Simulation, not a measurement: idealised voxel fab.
Process module in this document: voxel wiring stack
cross-section cut | 160 nm wide | cells 5 nm
How to read a cross-section here: the picture is a grid of square cells, written as bands going from the top down, and any band can span one or more rows of cells. Each band's line starts with the height of the band's top and of its bottom, in nm. Then come its materials from left to right, each with its width in nm. One material with "all across" fills the band from edge to edge. "blank" is empty space. Heights are expressed relative to 0, this being the level below which the as-received wafer comprises one material exclusively. The lowest band is unbounded in the downward direction and is denoted as in "0 -> down". It should be noted that a width expressed as "30 to 40" varies in equal increments from row to row of cells within the band, taking the value of the first number at the top row and that of the second number at the bottom row. For the purposes of this document, the phrase "nothing altered" attached to a step denotes that no cell within the cross-section was modified by that step. In "Closed void register" the enclosed voids are listed, meaning empty spaces of 8 cells or larger without any opening to the top. The form is width x height at distance, distance from the left edge, units nm. It should be noted that, on the line of a given step, the content following the step's settings is a remark produced by the simulator itself with respect to that step. Steps that use a mask can have "overlay nm" on their line. It says how far the mask sat to the right of where it was meant to be. Negative means to the left.
### These are the steps we planned for the process
1. RECEIVE: material Si
2. CONFORMAL_DEP: material SiO2, thk nm 15
3. CONFORMAL_DEP: material SiN, thk nm 5
4. DIRECTIONAL_DEP: material SiO2, thk nm 15
5. PATTERN: tone open, mask id METAL_1, material resist, width nm 30, pitch nm 45, thk nm 15, overlay nm 0
6. DIRECTIONAL_ETCH: etch materials SiO2, depth nm 15
7. DIRECTIONAL_ETCH: etch materials SiN, depth nm 5
8. STRIP: etch materials resist
9. CONFORMAL_DEP: material TiN, thk nm 5
10. FILL_DEP: material W, thk nm 10
11. CMP: height nm 35
12. CONFORMAL_DEP: material SiCN, thk nm 5
13. DIRECTIONAL_DEP: material SiO2, thk nm 20
14. PATTERN: tone open, mask id PLUG_1, material resist, width nm 15, thk nm 15, overlay nm 0
15. DIRECTIONAL_ETCH: etch materials SiO2, depth nm 20
16. DIRECTIONAL_ETCH: etch materials SiCN, depth nm 5
17. STRIP: etch materials resist
18. EPI: material Ru, thk nm 10
19. EPI: material Ru, thk nm 10
20. EPI: material Ru, thk nm 5
21. CONFORMAL_DEP: material SiCN, thk nm 5
22. DIRECTIONAL_DEP: material SiO2, thk nm 15
23. PATTERN: tone open, mask id METAL_2, material resist, width nm 30, pitch nm 45, thk nm 20, overlay nm 0
24. DIRECTIONAL_ETCH: etch materials SiO2, depth nm 15
25. DIRECTIONAL_ETCH: etch materials SiCN, depth nm 5
26. STRIP: etch materials resist
27. CONFORMAL_DEP: material TiN, thk nm 5
28. FILL_DEP: material Ru, thk nm 5
29. CMP: height nm 80
30. CONFORMAL_DEP: material SiCN, thk nm 5
31. DIRECTIONAL_DEP: material lowk, thk nm 15
32. PATTERN: tone open, mask id PLUG_2, material resist, width nm 15, thk nm 15, overlay nm 0
33. DIRECTIONAL_ETCH: etch materials lowk, depth nm 15
34. DIRECTIONAL_ETCH: etch materials SiCN, depth nm 5
35. STRIP: etch materials resist
36. CONFORMAL_DEP: material TiN, thk nm 5
37. FILL_DEP: material Ru, thk nm 10
38. CMP: height nm 100
39. CONFORMAL_DEP: material SiN, thk nm 5
40. DIRECTIONAL_DEP: material lowk, thk nm 25
41. PATTERN: tone open, mask id METAL_3, material resist, width nm 30, pitch nm 45, thk nm 15, overlay nm 0
42. DIRECTIONAL_ETCH: etch materials lowk, depth nm 25
43. DIRECTIONAL_ETCH: etch materials SiN, depth nm 5
44. STRIP: etch materials resist
45. CONFORMAL_DEP: material TiN, thk nm 5
46. FILL_DEP: material W, thk nm 10
47. CMP: height nm 130
48. CONFORMAL_DEP: material SiCN, thk nm 5
### What follows covers the first of two wafers; it ran as planned
### Shown in cross-section is the wafer as received, that is, as it stands after step 1
    0 -> down | Si all across
    Closed void register: none
### Presented here is a cross-section of the wafer after step 2 has been performed
    15 -> 0 | SiO2 all across
    Everything under 0 stays put, no change at all.
### Presented here is a cross-section of the wafer after step 3 has been performed
    20 -> 15 | SiN all across
    Everything under 15 stays put, no change at all.
### Presented here is a cross-section of the wafer after step 4 has been performed
    35 -> 20 | SiO2 all across
    Everything under 20 stays put, no change at all.
### Presented here is a cross-section of the wafer after step 5 has been performed
    50 -> 35 | resist 40 / blank 30 / resist 15 / blank 30 / resist 45
    Everything under 35 stays put, no change at all.
### Presented here is a cross-section of the wafer after step 6 has been performed
    50 -> 35 | resist 40 / blank 30 / resist 15 / blank 30 / resist 45
    35 -> 20 | SiO2 40 / blank 30 / SiO2 15 / blank 30 / SiO2 45
    Everything under 20 stays put, no change at all.
### Presented here is a cross-section of the wafer after step 7 has been performed
    50 -> 35 | resist 40 / blank 30 / resist 15 / blank 30 / resist 45
    35 -> 20 | SiO2 40 / blank 30 / SiO2 15 / blank 30 / SiO2 45
    20 -> 15 | SiN 40 / blank 30 / SiN 15 / blank 30 / SiN 45
    Everything under 15 stays put, no change at all.
### Presented here is a cross-section of the wafer after step 8 has been performed
    35 -> 20 | SiO2 40 / blank 30 / SiO2 15 / blank 30 / SiO2 45
    Everything under 20 stays put, no change at all.
### Presented here is a cross-section of the wafer after step 9 has been performed
    40 -> 35 | TiN 45 / blank 20 / TiN 25 / blank 20 / TiN 50
    35 -> 20 | SiO2 40 / TiN 5 / blank 20 / TiN 5 / SiO2 15 / TiN 5 / blank 20 / TiN 5 / SiO2 45
    20 -> 15 | SiN 40 / TiN 30 / SiN 15 / TiN 30 / SiN 45
    Everything under 15 stays put, no change at all.
### Presented here is a cross-section of the wafer after step 10 has been performed
    50 -> 40 | W all across
    40 -> 35 | TiN 45 / W 20 / TiN 25 / W 20 / TiN 50
    35 -> 20 | SiO2 40 / TiN 5 / W 20 / TiN 5 / SiO2 15 / TiN 5 / W 20 / TiN 5 / SiO2 45
    Everything under 20 stays put, no change at all.
### Presented here is a cross-section of the wafer after step 11 has been performed
    35 -> 20 | SiO2 40 / TiN 5 / W 20 / TiN 5 / SiO2 15 / TiN 5 / W 20 / TiN 5 / SiO2 45
    Everything under 20 stays put, no change at all.
### Presented here is a cross-section of the wafer after step 12 has been performed
    40 -> 35 | SiCN all across
    Everything under 35 stays put, no change at all.
### Presented here is a cross-section of the wafer after step 13 has been performed
    60 -> 40 | SiO2 all across
    Everything under 40 stays put, no change at all.
### Presented here is a cross-section of the wafer after step 14 has been performed
    75 -> 60 | resist 40 / blank 15 / resist 105
    Everything under 60 stays put, no change at all.
### Presented here is a cross-section of the wafer after step 15 has been performed
    75 -> 60 | resist 40 / blank 15 / resist 105
    60 -> 40 | SiO2 40 / blank 15 / SiO2 105
    Everything under 40 stays put, no change at all.
### Presented here is a cross-section of the wafer after step 16 has been performed
    75 -> 60 | resist 40 / blank 15 / resist 105
    60 -> 40 | SiO2 40 / blank 15 / SiO2 105
    40 -> 35 | SiCN 40 / blank 15 / SiCN 105
    Everything under 35 stays put, no change at all.
### Presented here is a cross-section of the wafer after step 17 has been performed
    60 -> 40 | SiO2 40 / blank 15 / SiO2 105
    Everything under 40 stays put, no change at all.
### Presented here is a cross-section of the wafer after step 18 has been performed
    60 -> 45 | SiO2 40 / blank 15 / SiO2 105
    45 -> 40 | SiO2 40 / Ru 15 / SiO2 105
    40 -> 35 | SiCN 40 / Ru 15 / SiCN 105
    Everything under 35 stays put, no change at all.
### Presented here is a cross-section of the wafer after step 19 has been performed
    60 -> 55 | SiO2 40 / blank 15 / SiO2 105
    55 -> 40 | SiO2 40 / Ru 15 / SiO2 105
    Everything under 40 stays put, no change at all.
### Presented here is a cross-section of the wafer after step 20 has been performed
    60 -> 40 | SiO2 40 / Ru 15 / SiO2 105
    Everything under 40 stays put, no change at all.
### Presented here is a cross-section of the wafer after step 21 has been performed
    65 -> 60 | SiCN all across
    Everything under 60 stays put, no change at all.
### Presented here is a cross-section of the wafer after step 22 has been performed
    80 -> 65 | SiO2 all across
    Everything under 65 stays put, no change at all.
### Presented here is a cross-section of the wafer after step 23 has been performed
    100 -> 80 | resist 40 / blank 30 / resist 15 / blank 30 / resist 45
    Everything under 80 stays put, no change at all.
### Presented here is a cross-section of the wafer after step 24 has been performed
    100 -> 80 | resist 40 / blank 30 / resist 15 / blank 30 / resist 45
    80 -> 65 | SiO2 40 / blank 30 / SiO2 15 / blank 30 / SiO2 45
    Everything under 65 stays put, no change at all.
### Presented here is a cross-section of the wafer after step 25 has been performed
    100 -> 80 | resist 40 / blank 30 / resist 15 / blank 30 / resist 45
    80 -> 65 | SiO2 40 / blank 30 / SiO2 15 / blank 30 / SiO2 45
    65 -> 60 | SiCN 40 / blank 30 / SiCN 15 / blank 30 / SiCN 45
    Everything under 60 stays put, no change at all.
### Presented here is a cross-section of the wafer after step 26 has been performed
    80 -> 65 | SiO2 40 / blank 30 / SiO2 15 / blank 30 / SiO2 45
    Everything under 65 stays put, no change at all.
### Presented here is a cross-section of the wafer after step 27 has been performed
    85 -> 80 | TiN 45 / blank 20 / TiN 25 / blank 20 / TiN 50
    80 -> 65 | SiO2 40 / TiN 5 / blank 20 / TiN 5 / SiO2 15 / TiN 5 / blank 20 / TiN 5 / SiO2 45
    65 -> 60 | SiCN 40 / TiN 30 / SiCN 15 / TiN 30 / SiCN 45
    Everything under 60 stays put, no change at all.
### Presented here is a cross-section of the wafer after step 28 has been performed
    90 -> 85 | Ru all across
    85 -> 80 | TiN 45 / Ru 20 / TiN 25 / Ru 20 / TiN 50
    80 -> 65 | SiO2 40 / TiN 5 / Ru 20 / TiN 5 / SiO2 15 / TiN 5 / Ru 20 / TiN 5 / SiO2 45
    Everything under 65 stays put, no change at all.
### Presented here is a cross-section of the wafer after step 29 has been performed
    80 -> 65 | SiO2 40 / TiN 5 / Ru 20 / TiN 5 / SiO2 15 / TiN 5 / Ru 20 / TiN 5 / SiO2 45
    Everything under 65 stays put, no change at all.
### Presented here is a cross-section of the wafer after step 30 has been performed
    85 -> 80 | SiCN all across
    Everything under 80 stays put, no change at all.
### Presented here is a cross-section of the wafer after step 31 has been performed
    100 -> 85 | lowk all across
    Everything under 85 stays put, no change at all.
### Presented here is a cross-section of the wafer after step 32 has been performed
    115 -> 100 | resist 40 / blank 15 / resist 105
    Everything under 100 stays put, no change at all.
### Presented here is a cross-section of the wafer after step 33 has been performed
    115 -> 100 | resist 40 / blank 15 / resist 105
    100 -> 85 | lowk 40 / blank 15 / lowk 105
    Everything under 85 stays put, no change at all.
### Presented here is a cross-section of the wafer after step 34 has been performed
    115 -> 100 | resist 40 / blank 15 / resist 105
    100 -> 85 | lowk 40 / blank 15 / lowk 105
    85 -> 80 | SiCN 40 / blank 15 / SiCN 105
    Everything under 80 stays put, no change at all.
### Presented here is a cross-section of the wafer after step 35 has been performed
    100 -> 85 | lowk 40 / blank 15 / lowk 105
    Everything under 85 stays put, no change at all.
### Presented here is a cross-section of the wafer after step 36 has been performed
    105 -> 100 | TiN 45 / blank 5 / TiN 110
    100 -> 85 | lowk 40 / TiN 5 / blank 5 / TiN 5 / lowk 105
    85 -> 80 | SiCN 40 / TiN 15 / SiCN 105
    Everything under 80 stays put, no change at all.
### Presented here is a cross-section of the wafer after step 37 has been performed
    115 -> 105 | Ru all across
    105 -> 100 | TiN 45 / Ru 5 / TiN 110
    100 -> 85 | lowk 40 / TiN 5 / Ru 5 / TiN 5 / lowk 105
    Everything under 85 stays put, no change at all.
### Presented here is a cross-section of the wafer after step 38 has been performed
    100 -> 85 | lowk 40 / TiN 5 / Ru 5 / TiN 5 / lowk 105
    Everything under 85 stays put, no change at all.
### Presented here is a cross-section of the wafer after step 39 has been performed
    105 -> 100 | SiN all across
    Everything under 100 stays put, no change at all.
### Presented here is a cross-section of the wafer after step 40 has been performed
    130 -> 105 | lowk all across
    Everything under 105 stays put, no change at all.
### Presented here is a cross-section of the wafer after step 41 has been performed
    145 -> 130 | resist 40 / blank 30 / resist 15 / blank 30 / resist 45
    Everything under 130 stays put, no change at all.
### Presented here is a cross-section of the wafer after step 42 has been performed
    145 -> 130 | resist 40 / blank 30 / resist 15 / blank 30 / resist 45
    130 -> 105 | lowk 40 / blank 30 / lowk 15 / blank 30 / lowk 45
    Everything under 105 stays put, no change at all.
### Presented here is a cross-section of the wafer after step 43 has been performed
    145 -> 130 | resist 40 / blank 30 / resist 15 / blank 30 / resist 45
    130 -> 105 | lowk 40 / blank 30 / lowk 15 / blank 30 / lowk 45
    105 -> 100 | SiN 40 / blank 30 / SiN 15 / blank 30 / SiN 45
    Everything under 100 stays put, no change at all.
### Presented here is a cross-section of the wafer after step 44 has been performed
    130 -> 105 | lowk 40 / blank 30 / lowk 15 / blank 30 / lowk 45
    Everything under 105 stays put, no change at all.
### Presented here is a cross-section of the wafer after step 45 has been performed
    135 -> 130 | TiN 45 / blank 20 / TiN 25 / blank 20 / TiN 50
    130 -> 105 | lowk 40 / TiN 5 / blank 20 / TiN 5 / lowk 15 / TiN 5 / blank 20 / TiN 5 / lowk 45
    105 -> 100 | SiN 40 / TiN 30 / SiN 15 / TiN 30 / SiN 45
    Everything under 100 stays put, no change at all.
### Presented here is a cross-section of the wafer after step 46 has been performed
    145 -> 135 | W all across
    135 -> 130 | TiN 45 / W 20 / TiN 25 / W 20 / TiN 50
    130 -> 105 | lowk 40 / TiN 5 / W 20 / TiN 5 / lowk 15 / TiN 5 / W 20 / TiN 5 / lowk 45
    Everything under 105 stays put, no change at all.
### Presented here is a cross-section of the wafer after step 47 has been performed
    130 -> 105 | lowk 40 / TiN 5 / W 20 / TiN 5 / lowk 15 / TiN 5 / W 20 / TiN 5 / lowk 45
    Everything under 105 stays put, no change at all.
### Presented here is a cross-section of the wafer after step 48 has been performed
    135 -> 130 | SiCN all across
    Everything under 130 stays put, no change at all.
### The second wafer began exactly as the first did and followed the same plan, but one mistake was made while running it; through step 31 inclusive, the two wafers are identical
### Cross-section of the second wafer at the time by which step 32 should have been completed according to the plan
    115 -> 100 | resist 50 / blank 15 / resist 95
    Everything under 100 stays put, no change at all.
### Cross-section of the second wafer at the time by which step 33 should have been completed according to the plan
    115 -> 100 | resist 50 / blank 15 / resist 95
    100 -> 85 | lowk 50 / blank 15 / lowk 95
    Everything under 85 stays put, no change at all.
### Cross-section of the second wafer at the time by which step 34 should have been completed according to the plan
    115 -> 100 | resist 50 / blank 15 / resist 95
    100 -> 85 | lowk 50 / blank 15 / lowk 95
    85 -> 80 | SiCN 50 / blank 15 / SiCN 95
    Everything under 80 stays put, no change at all.
### Cross-section of the second wafer at the time by which step 35 should have been completed according to the plan
    100 -> 85 | lowk 50 / blank 15 / lowk 95
    Everything under 85 stays put, no change at all.
### Cross-section of the second wafer at the time by which step 36 should have been completed according to the plan
    105 -> 100 | TiN 55 / blank 5 / TiN 100
    100 -> 85 | lowk 50 / TiN 5 / blank 5 / TiN 5 / lowk 95
    85 -> 80 | SiCN 50 / TiN 15 / SiCN 95
    Everything under 80 stays put, no change at all.
### Cross-section of the second wafer at the time by which step 37 should have been completed according to the plan
    115 -> 105 | Ru all across
    105 -> 100 | TiN 55 / Ru 5 / TiN 100
    100 -> 85 | lowk 50 / TiN 5 / Ru 5 / TiN 5 / lowk 95
    Everything under 85 stays put, no change at all.
### Cross-section of the second wafer at the time by which step 38 should have been completed according to the plan
    100 -> 85 | lowk 50 / TiN 5 / Ru 5 / TiN 5 / lowk 95
    Everything under 85 stays put, no change at all.
### Cross-section of the second wafer at the time by which step 39 should have been completed according to the plan
    105 -> 100 | SiN all across
    Everything under 100 stays put, no change at all.
### Cross-section of the second wafer at the time by which step 40 should have been completed according to the plan
    130 -> 105 | lowk all across
    Everything under 105 stays put, no change at all.
### Cross-section of the second wafer at the time by which step 41 should have been completed according to the plan
    145 -> 130 | resist 40 / blank 30 / resist 15 / blank 30 / resist 45
    Everything under 130 stays put, no change at all.
### Cross-section of the second wafer at the time by which step 42 should have been completed according to the plan
    145 -> 130 | resist 40 / blank 30 / resist 15 / blank 30 / resist 45
    130 -> 105 | lowk 40 / blank 30 / lowk 15 / blank 30 / lowk 45
    Everything under 105 stays put, no change at all.
### Cross-section of the second wafer at the time by which step 43 should have been completed according to the plan
    145 -> 130 | resist 40 / blank 30 / resist 15 / blank 30 / resist 45
    130 -> 105 | lowk 40 / blank 30 / lowk 15 / blank 30 / lowk 45
    105 -> 100 | SiN 40 / blank 30 / SiN 15 / blank 30 / SiN 45
    Everything under 100 stays put, no change at all.
### Cross-section of the second wafer at the time by which step 44 should have been completed according to the plan
    130 -> 105 | lowk 40 / blank 30 / lowk 15 / blank 30 / lowk 45
    Everything under 105 stays put, no change at all.
### Cross-section of the second wafer at the time by which step 45 should have been completed according to the plan
    135 -> 130 | TiN 45 / blank 20 / TiN 25 / blank 20 / TiN 50
    130 -> 105 | lowk 40 / TiN 5 / blank 20 / TiN 5 / lowk 15 / TiN 5 / blank 20 / TiN 5 / lowk 45
    105 -> 100 | SiN 40 / TiN 30 / SiN 15 / TiN 30 / SiN 45
    Everything under 100 stays put, no change at all.
### Cross-section of the second wafer at the time by which step 46 should have been completed according to the plan
    145 -> 135 | W all across
    135 -> 130 | TiN 45 / W 20 / TiN 25 / W 20 / TiN 50
    130 -> 105 | lowk 40 / TiN 5 / W 20 / TiN 5 / lowk 15 / TiN 5 / W 20 / TiN 5 / lowk 45
    Everything under 105 stays put, no change at all.
### Cross-section of the second wafer at the time by which step 47 should have been completed according to the plan
    130 -> 105 | lowk 40 / TiN 5 / W 20 / TiN 5 / lowk 15 / TiN 5 / W 20 / TiN 5 / lowk 45
    Everything under 105 stays put, no change at all.
### Cross-section of the second wafer at the time by which step 48 should have been completed according to the plan
    135 -> 130 | SiCN all across
    Everything under 130 stays put, no change at all.
The plan and the run diverged here: note that step 32 departed from the planned setting and was carried out as PATTERN: tone open, mask id PLUG_2, material resist, width nm 15, thk nm 15, overlay nm 10
The concluding comparison shows that, measured in cells, each material is equally abundant on both wafers, albeit at different positions.
